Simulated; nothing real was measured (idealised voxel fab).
process module | voxel self aligned contacts
cross-section cut | 250 nm wide | cells 5 nm
A cross-section is a grid of square cells, given in bands from the top down. A band is one or more rows of cells.
Each band's line starts with the height of the band's top and of its bottom, in nm. Then come its materials from left to right, each with its width in nm. One material with "throughout" fills the band from edge to edge. "air" is empty space.
Height 0 is the level under which the wafer as received is all one material. The lowest band goes on downwards, as in "0 down".
A width such as "30 to 40" changes by the same amount from each row of cells to the next, from the band's top row to its bottom row.
"no change" after a step means that no cell of the cross-section changed.
closed voids: empty space of 8 cells or more with no open way to the top, each as width x height at its distance from the left edge, in nm
after a step's settings: what the simulator itself notes on the step
overlay nm, on a step with a mask: how far to the right of its planned place the mask lay; to the left if negative
plan
1 op RECEIVE | material Si
2 op CONFORMAL_DEP | material SiO2 | thk nm 5
3 op DIRECTIONAL_DEP | material polySi | thk nm 30
4 op DIRECTIONAL_DEP | material SiN | thk nm 15
5 op PATTERN | tone cover | mask id GATE | material resist | width nm 35 | pitch nm 60 | thk nm 15 | overlay nm 0
6 op DIRECTIONAL_ETCH | etch materials SiN | depth nm 15
7 op DIRECTIONAL_ETCH | etch materials polySi | depth nm 30
8 op STRIP | etch materials resist
9 op CONFORMAL_DEP | material SiN | thk nm 5
10 op DIRECTIONAL_ETCH | etch materials SiN | depth nm 5
11 op FILL_DEP | material SiO2 | thk nm 15
12 op CMP | height nm 60
13 op PATTERN | tone open | mask id CONTACT | material resist | width nm 35 | pitch nm 60 | thk nm 15 | overlay nm 0
14 op DIRECTIONAL_ETCH | etch materials SiO2 | depth nm 60
15 op STRIP | etch materials resist
16 op CONFORMAL_DEP | material TiN | thk nm 5
17 op FILL_DEP | material Ru | thk nm 5
18 op CMP | height nm 60
19 op CONFORMAL_DEP | material SiCN | thk nm 5
first wafer, as planned
as received, after step 1
  0 down: Si throughout
  closed voids: none
after step 2
  5 to 0: SiO2 throughout
  below 0: unchanged
after step 3
  35 to 5: polySi throughout
  below 5: unchanged
after step 4
  50 to 35: SiN throughout
  below 35: unchanged
after step 5
  65 to 50: air 45 | resist 35 | air 25 | resist 35 | air 25 | resist 35 | air 50
  below 50: unchanged
after step 6
  65 to 50: air 45 | resist 35 | air 25 | resist 35 | air 25 | resist 35 | air 50
  50 to 35: air 45 | SiN 35 | air 25 | SiN 35 | air 25 | SiN 35 | air 50
  below 35: unchanged
after step 7
  65 to 50: air 45 | resist 35 | air 25 | resist 35 | air 25 | resist 35 | air 50
  50 to 35: air 45 | SiN 35 | air 25 | SiN 35 | air 25 | SiN 35 | air 50
  35 to 5: air 45 | polySi 35 | air 25 | polySi 35 | air 25 | polySi 35 | air 50
  below 5: unchanged
after step 8
  50 to 35: air 45 | SiN 35 | air 25 | SiN 35 | air 25 | SiN 35 | air 50
  below 35: unchanged
after step 9
  55 to 35: air 40 | SiN 45 | air 15 | SiN 45 | air 15 | SiN 45 | air 45
  35 to 10: air 40 | SiN 5 | polySi 35 | SiN 5 | air 15 | SiN 5 | polySi 35 | SiN 5 | air 15 | SiN 5 | polySi 35 | SiN 5 | air 45
  10 to 5: SiN 45 | polySi 35 | SiN 25 | polySi 35 | SiN 25 | polySi 35 | SiN 50
  below 5: unchanged
after step 10
  50 to 35: air 40 | SiN 45 | air 15 | SiN 45 | air 15 | SiN 45 | air 45
  35 to 5: air 40 | SiN 5 | polySi 35 | SiN 5 | air 15 | SiN 5 | polySi 35 | SiN 5 | air 15 | SiN 5 | polySi 35 | SiN 5 | air 45
  below 5: unchanged
after step 11
  65 to 50: SiO2 throughout
  50 to 35: SiO2 40 | SiN 45 | SiO2 15 | SiN 45 | SiO2 15 | SiN 45 | SiO2 45
  35 to 5: SiO2 40 | SiN 5 | polySi 35 | SiN 5 | SiO2 15 | SiN 5 | polySi 35 | SiN 5 | SiO2 15 | SiN 5 | polySi 35 | SiN 5 | SiO2 45
  below 5: unchanged
after step 12
  60 to 50: SiO2 throughout
  below 50: unchanged
after step 13
  75 to 60: resist 75 | air 35 | resist 25 | air 35 | resist 80
  below 60: unchanged
after step 14
  75 to 60: resist 75 | air 35 | resist 25 | air 35 | resist 80
  60 to 50: SiO2 75 | air 35 | SiO2 25 | air 35 | SiO2 80
  50 to 35: SiO2 40 | SiN 45 | air 15 | SiN 45 | air 15 | SiN 45 | SiO2 45
  35 to 5: SiO2 40 | SiN 5 | polySi 35 | SiN 5 | air 15 | SiN 5 | polySi 35 | SiN 5 | air 15 | SiN 5 | polySi 35 | SiN 5 | SiO2 45
  5 to 0: SiO2 85 | air 15 | SiO2 45 | air 15 | SiO2 90
  below 0: unchanged
after step 15
  60 to 50: SiO2 75 | air 35 | SiO2 25 | air 35 | SiO2 80
  below 50: unchanged
after step 16
  65 to 60: TiN 80 | air 25 | TiN 35 | air 25 | TiN 85
  60 to 50: SiO2 75 | TiN 5 to 15 | air 25 to 5 | TiN 5 to 15 | SiO2 25 | TiN 5 to 15 | air 25 to 5 | TiN 5 to 15 | SiO2 80
  50 to 35: SiO2 40 | SiN 45 | TiN 5 | air 5 | TiN 5 | SiN 45 | TiN 5 | air 5 | TiN 5 | SiN 45 | SiO2 45
  35 to 5: SiO2 40 | SiN 5 | polySi 35 | SiN 5 | TiN 5 | air 5 | TiN 5 | SiN 5 | polySi 35 | SiN 5 | TiN 5 | air 5 | TiN 5 | SiN 5 | polySi 35 | SiN 5 | SiO2 45
  5 to 0: SiO2 85 | TiN 15 | SiO2 45 | TiN 15 | SiO2 90
  below 0: unchanged
after step 17
  70 to 65: Ru throughout
  65 to 60: TiN 80 | Ru 25 | TiN 35 | Ru 25 | TiN 85
  60 to 50: SiO2 75 | TiN 5 to 15 | Ru 25 to 5 | TiN 5 to 15 | SiO2 25 | TiN 5 to 15 | Ru 25 to 5 | TiN 5 to 15 | SiO2 80
  50 to 35: SiO2 40 | SiN 45 | TiN 5 | Ru 5 | TiN 5 | SiN 45 | TiN 5 | Ru 5 | TiN 5 | SiN 45 | SiO2 45
  35 to 5: SiO2 40 | SiN 5 | polySi 35 | SiN 5 | TiN 5 | Ru 5 | TiN 5 | SiN 5 | polySi 35 | SiN 5 | TiN 5 | Ru 5 | TiN 5 | SiN 5 | polySi 35 | SiN 5 | SiO2 45
  below 5: unchanged
after step 18
  60 to 50: SiO2 75 | TiN 5 to 15 | Ru 25 to 5 | TiN 5 to 15 | SiO2 25 | TiN 5 to 15 | Ru 25 to 5 | TiN 5 to 15 | SiO2 80
  below 50: unchanged
after step 19
  65 to 60: SiCN throughout
  below 60: unchanged
second wafer: like start, like plan, one mistake. Through step 11 it matches the first wafer
when step 12 should have ended
  50 to 35: SiO2 40 | SiN 45 | SiO2 15 | SiN 45 | SiO2 15 | SiN 45 | SiO2 45
  below 35: unchanged
when step 13 should have ended
  65 to 50: resist 75 | air 35 | resist 25 | air 35 | resist 80
  below 50: unchanged
when step 14 should have ended
  65 to 50: resist 75 | air 35 | resist 25 | air 35 | resist 80
  50 to 35: SiO2 40 | SiN 45 | air 15 | SiN 45 | air 15 | SiN 45 | SiO2 45
  35 to 5: SiO2 40 | SiN 5 | polySi 35 | SiN 5 | air 15 | SiN 5 | polySi 35 | SiN 5 | air 15 | SiN 5 | polySi 35 | SiN 5 | SiO2 45
  5 to 0: SiO2 85 | air 15 | SiO2 45 | air 15 | SiO2 90
  below 0: unchanged
when step 15 should have ended
  50 to 35: SiO2 40 | SiN 45 | air 15 | SiN 45 | air 15 | SiN 45 | SiO2 45
  below 35: unchanged
when step 16 should have ended
  55 to 50: TiN 90 | air 5 | TiN 55 | air 5 | TiN 95
  50 to 35: SiO2 40 | SiN 45 | TiN 5 | air 5 | TiN 5 | SiN 45 | TiN 5 | air 5 | TiN 5 | SiN 45 | SiO2 45
  35 to 5: SiO2 40 | SiN 5 | polySi 35 | SiN 5 | TiN 5 | air 5 | TiN 5 | SiN 5 | polySi 35 | SiN 5 | TiN 5 | air 5 | TiN 5 | SiN 5 | polySi 35 | SiN 5 | SiO2 45
  5 to 0: SiO2 85 | TiN 15 | SiO2 45 | TiN 15 | SiO2 90
  below 0: unchanged
when step 17 should have ended
  60 to 55: Ru throughout
  55 to 50: TiN 90 | Ru 5 | TiN 55 | Ru 5 | TiN 95
  50 to 35: SiO2 40 | SiN 45 | TiN 5 | Ru 5 | TiN 5 | SiN 45 | TiN 5 | Ru 5 | TiN 5 | SiN 45 | SiO2 45
  35 to 5: SiO2 40 | SiN 5 | polySi 35 | SiN 5 | TiN 5 | Ru 5 | TiN 5 | SiN 5 | polySi 35 | SiN 5 | TiN 5 | Ru 5 | TiN 5 | SiN 5 | polySi 35 | SiN 5 | SiO2 45
  below 5: unchanged
when step 18 should have ended: no change
when step 19 should have ended
  65 to 60: SiCN throughout
  below 60: unchanged
what went wrong: step 12 ran as: op CMP | height nm 50
at the end the second wafer has, in cells: 40 more of Ru | 72 fewer of SiO2 | 32 more of TiN
